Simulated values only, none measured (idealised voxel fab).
Module name: voxel ribs on slabs (process module)
Section shown: cut. Width: 235 nm. Cell size: 5 nm, square.
Each cross-section below is a grid of square cells, stated as bands in top-down order, with one or more rows of cells making up each band. A band entry consists of two parts. The first gives the height of the band's top and the height of its bottom, in nm. The rest lists the band's materials from left to right, each with its width in nm. A single material labelled with the word "full width" fills the band from edge to edge, and the word "blank" marks empty space. Heads up on the height convention: 0 is the point under which the incoming wafer is all one material, and the lowest band has no bottom, it just keeps going down, like "top 0, no bottom". The two numbers in a width such as "30..40" mark its ends across the band: the first belongs to the top row of cells, the second to the bottom row, and from each row to the next the width moves by the same amount. Step note "changes: none" = no cross-section cell changed. Look at "Unvented voids" for the closed voids: empty spaces with no open path to the top, sized 8 cells or up. Each is width x height at distance, distance from the left edge, all nm. The remark found on a step's line after its settings is issued by the simulator itself and pertains to that step. You can add "overlay nm" to a step's line. For a step with a mask, it describes how far the mask lay to the right of its planned position, and a negative number describes a lay to the left.
[Here's what the planned process steps look like]
| 1 | RECEIVE, material Si |
| 2 | DIRECTIONAL_DEP, material SiO2, thk nm 30 |
| 3 | DIRECTIONAL_DEP, material SiN, thk nm 20 |
| 4 | PATTERN, tone cover, mask id RIB, material resist, width nm 25, thk nm 20, overlay nm 0 |
| 5 | DIRECTIONAL_ETCH, etch materials SiN, depth nm 15 |
| 6 | STRIP, etch materials resist |
| 7 | DIRECTIONAL_DEP, material aC, thk nm 15 |
| 8 | PATTERN, tone cover, mask id SLAB, material resist, width nm 65, thk nm 35, overlay nm 0 |
| 9 | DIRECTIONAL_ETCH, etch materials aC, depth nm 15 |
| 10 | STRIP, etch materials resist |
| 11 | DIRECTIONAL_ETCH, etch materials SiN, depth nm 5 |
| 12 | STRIP, etch materials aC |
| 13 | FILL_DEP, material SiO2, thk nm 25 |
| 14 | CMP, height nm 65 |
| 15 | DIRECTIONAL_DEP, material W, thk nm 5 |
| 16 | MASKED_ETCH, tone cover, mask id HEATER, width nm 35, etch materials W, depth nm 5, overlay nm 0 |
| 17 | CONFORMAL_DEP, material SiO2, thk nm 5 |
[First of two wafers: run as planned]
[Step 1 complete: cross-section of the wafer as received]
- top 0, no bottom = Si full width
- Unvented voids: none
[Take a look at the wafer's cross-section after step 2]
- top 30, bottom 0 = SiO2 full width
- Everything under 0 stays put, no change at all.
[Take a look at the wafer's cross-section after step 3]
- top 50, bottom 30 = SiN full width
- Everything under 30 stays put, no change at all.
[Take a look at the wafer's cross-section after step 4]
- top 70, bottom 50 = 105 blank, 25 resist, 105 blank
- Everything under 50 stays put, no change at all.
[Take a look at the wafer's cross-section after step 5]
- top 70, bottom 50 = 105 blank, 25 resist, 105 blank
- top 50, bottom 35 = 105 blank, 25 SiN, 105 blank
- Everything under 35 stays put, no change at all.
[Take a look at the wafer's cross-section after step 6]
- top 50, bottom 35 = 105 blank, 25 SiN, 105 blank
- Everything under 35 stays put, no change at all.
[Take a look at the wafer's cross-section after step 7]
- top 65, bottom 50 = 105 blank, 25 aC, 105 blank
- top 50, bottom 35 = 105 aC, 25 SiN, 105 aC
- Everything under 35 stays put, no change at all.
[Take a look at the wafer's cross-section after step 8]
- top 100, bottom 65 = 85 blank, 65 resist, 85 blank
- top 65, bottom 50 = 85 blank, 20 resist, 25 aC, 20 resist, 85 blank
- Everything under 50 stays put, no change at all.
[Take a look at the wafer's cross-section after step 9]
- top 85, bottom 65 = 85 blank, 65 resist, 85 blank
- top 65, bottom 50 = 85 blank, 20 resist, 25 aC, 20 resist, 85 blank
- top 50, bottom 35 = 85 blank, 20 aC, 25 SiN, 20 aC, 85 blank
- Everything under 35 stays put, no change at all.
[Take a look at the wafer's cross-section after step 10]
- top 65, bottom 50 = 105 blank, 25 aC, 105 blank
- Everything under 50 stays put, no change at all.
[Take a look at the wafer's cross-section after step 11]
- top 65, bottom 50 = 105 blank, 25 aC, 105 blank
- top 50, bottom 35 = 85 blank, 20 aC, 25 SiN, 20 aC, 85 blank
- top 35, bottom 30 = 85 blank, 65 SiN, 85 blank
- Everything under 30 stays put, no change at all.
[Take a look at the wafer's cross-section after step 12]
- top 50, bottom 35 = 105 blank, 25 SiN, 105 blank
- Everything under 35 stays put, no change at all.
[Take a look at the wafer's cross-section after step 13]
- top 75, bottom 50 = SiO2 full width
- top 50, bottom 35 = 105 SiO2, 25 SiN, 105 SiO2
- top 35, bottom 30 = 85 SiO2, 65 SiN, 85 SiO2
- Everything under 30 stays put, no change at all.
[Take a look at the wafer's cross-section after step 14]
- top 65, bottom 50 = SiO2 full width
- Everything under 50 stays put, no change at all.
[Take a look at the wafer's cross-section after step 15]
- top 70, bottom 65 = W full width
- Everything under 65 stays put, no change at all.
[Take a look at the wafer's cross-section after step 16]
- top 70, bottom 65 = 100 blank, 35 W, 100 blank
- Everything under 65 stays put, no change at all.
[Take a look at the wafer's cross-section after step 17]
- top 75, bottom 70 = 95 blank, 45 SiO2, 95 blank
- top 70, bottom 65 = 100 SiO2, 35 W, 100 SiO2
- Everything under 65 stays put, no change at all.
[Wafer two. Identical start, identical plan. One mistake in execution. Identical history through step 3]
[Look at the second wafer in cross-section at the time step 4 ought to have finished]
- top 70, bottom 50 = 105 resist, 25 blank, 105 resist
- Everything under 50 stays put, no change at all.
[Look at the second wafer in cross-section at the time step 5 ought to have finished]
- top 70, bottom 50 = 105 resist, 25 blank, 105 resist
- top 50, bottom 35 = 105 SiN, 25 blank, 105 SiN
- Everything under 35 stays put, no change at all.
[Look at the second wafer in cross-section at the time step 6 ought to have finished]
- top 50, bottom 35 = 105 SiN, 25 blank, 105 SiN
- Everything under 35 stays put, no change at all.
[Look at the second wafer in cross-section at the time step 7 ought to have finished]
- top 65, bottom 50 = 105 aC, 25 blank, 105 aC
- top 50, bottom 35 = 105 SiN, 25 aC, 105 SiN
- Everything under 35 stays put, no change at all.
[Look at the second wafer in cross-section at the time step 8 ought to have finished]
- top 100, bottom 65 = 85 blank, 65 resist, 85 blank
- top 65, bottom 50 = 105 aC, 25 resist, 105 aC
- Everything under 50 stays put, no change at all.
[Look at the second wafer in cross-section at the time step 9 ought to have finished]
- top 85, bottom 65 = 85 blank, 65 resist, 85 blank
- top 65, bottom 50 = 85 blank, 20 aC, 25 resist, 20 aC, 85 blank
- Everything under 50 stays put, no change at all.
[Look at the second wafer in cross-section at the time step 10 ought to have finished]
- top 65, bottom 50 = 85 blank, 20 aC, 25 blank, 20 aC, 85 blank
- Everything under 50 stays put, no change at all.
[Look at the second wafer in cross-section at the time step 11 ought to have finished]
- top 65, bottom 50 = 85 blank, 20 aC, 25 blank, 20 aC, 85 blank
- top 50, bottom 45 = 85 blank, 20 SiN, 25 aC, 20 SiN, 85 blank
- Everything under 45 stays put, no change at all.
[Look at the second wafer in cross-section at the time step 12 ought to have finished]
- top 50, bottom 45 = 85 blank, 20 SiN, 25 blank, 20 SiN, 85 blank
- top 45, bottom 35 = 105 SiN, 25 blank, 105 SiN
- Everything under 35 stays put, no change at all.
[Look at the second wafer in cross-section at the time step 13 ought to have finished]
- top 75, bottom 50 = SiO2 full width
- top 50, bottom 45 = 85 SiO2, 20 SiN, 25 SiO2, 20 SiN, 85 SiO2
- top 45, bottom 35 = 105 SiN, 25 SiO2, 105 SiN
- Everything under 35 stays put, no change at all.
[Look at the second wafer in cross-section at the time step 14 ought to have finished]
- top 65, bottom 50 = SiO2 full width
- Everything under 50 stays put, no change at all.
[Look at the second wafer in cross-section at the time step 15 ought to have finished]
- top 70, bottom 65 = W full width
- Everything under 65 stays put, no change at all.
[Look at the second wafer in cross-section at the time step 16 ought to have finished]
- top 70, bottom 65 = 100 blank, 35 W, 100 blank
- Everything under 65 stays put, no change at all.
[Look at the second wafer in cross-section at the time step 17 ought to have finished]
- top 75, bottom 70 = 95 blank, 45 SiO2, 95 blank
- top 70, bottom 65 = 100 SiO2, 35 W, 100 SiO2
- Everything under 65 stays put, no change at all.
The plan and the run diverged here: planned and actual differ for step 4; actual: PATTERN, tone open, mask id RIB, material resist, width nm 25, thk nm 20, overlay nm 0
It is noted that, at the conclusion of processing, the second wafer exhibits a higher or lower cell count for certain materials relative to the first: 111 more of SiN; 111 fewer of SiO2
